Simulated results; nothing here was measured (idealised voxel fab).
Title: Process Module voxel spacer lines
260 nm wide, 5 nm square cells: that's cross-section cut.
Cross-section = grid of square cells, listed top down in bands; band = one or more rows. Look at the band entry: it leads with the top's height and the bottom's height in nm. Then it lists the materials left to right, with a width in nm for each. The word "edge to edge" on a single material says that material fills the band edge to edge. The word "blank" is empty space. Height datum 0, below which the as-received substrate wafer is one material. Lowest band open at the bottom, running downward: "0 down". Graded width ("30..40"): value in top row of band = first number; value in bottom row = second number; row-to-row change constant. Basically "nothing got changed" means that step didn't change any cell in the cross-section. "Enclosed internal cavities" specifies each empty space that is not open to the top and that occupies no fewer than 8 cells, using the form width x height at distance, the distance measured from the left edge and all three quantities in nm. That trailing text on a step's line, after the settings, is the simulator's own remark on the step. overlay nm: where the mask lay relative to plan, measured to the right, on steps with a mask; negatives go left.
# Process steps foreseen in the plan
1) RECEIVE, material Si
2) CONFORMAL_DEP, material SiO2, thk nm 5
3) DIRECTIONAL_DEP, material W, thk nm 15
4) DIRECTIONAL_DEP, material polySi, thk nm 25
5) PATTERN, tone cover, mask id MANDREL, material resist, width nm 25, pitch nm 80, thk nm 30, overlay nm -15
6) DIRECTIONAL_ETCH, etch materials polySi, depth nm 25
7) STRIP, etch materials resist
8) CONFORMAL_DEP, material SiN, thk nm 15
9) DIRECTIONAL_ETCH, etch materials SiN, depth nm 15
10) STRIP, etch materials polySi
11) DIRECTIONAL_ETCH, etch materials W, depth nm 15
12) STRIP, etch materials SiN
13) FILL_DEP, material lowk, thk nm 5
14) CMP, height nm 20
The wafers are alike at the start. At step 5, their overlay nm differs. The plan lists the first wafer's value.
# Cross-section of the first of several wafers as received (after step 1)
    0 down = Si edge to edge
    Enclosed internal cavities: none
# End of the module, past its last step, step 14: how the first of several wafers looks in cross-section
    20 to 5 = lowk 45 nm | W 15 nm | lowk 25 nm | W 15 nm | lowk 25 nm | W 15 nm | lowk 25 nm | W 15 nm | lowk 80 nm
    5 to 0 = SiO2 edge to edge
    0 down = Si edge to edge
    Enclosed internal cavities: none
# Last wafer x-sec, end of module
    20 to 5 = lowk 75 nm | W 15 nm | lowk 25 nm | W 15 nm | lowk 25 nm | W 15 nm | lowk 25 nm | W 15 nm | lowk 50 nm
    5 to 0 = SiO2 edge to edge
    0 down = Si edge to edge
    Enclosed internal cavities: none
# wafer rows; end of module; cells per material since receipt: (+) gained, (-) lost; then closed voids
overlay nm -15, +52 SiO2, +36 W, +120 lowk, Enclosed internal cavities: none
overlay nm -10, +52 SiO2, +36 W, +120 lowk, Enclosed internal cavities: none
overlay nm -5, +52 SiO2, +36 W, +120 lowk, Enclosed internal cavities: none
overlay nm 0, +52 SiO2, +36 W, +120 lowk, Enclosed internal cavities: none
overlay nm 5, +52 SiO2, +36 W, +120 lowk, Enclosed internal cavities: none
overlay nm 10, +52 SiO2, +36 W, +120 lowk, Enclosed internal cavities: none
overlay nm 15, +52 SiO2, +36 W, +120 lowk, Enclosed internal cavities: none
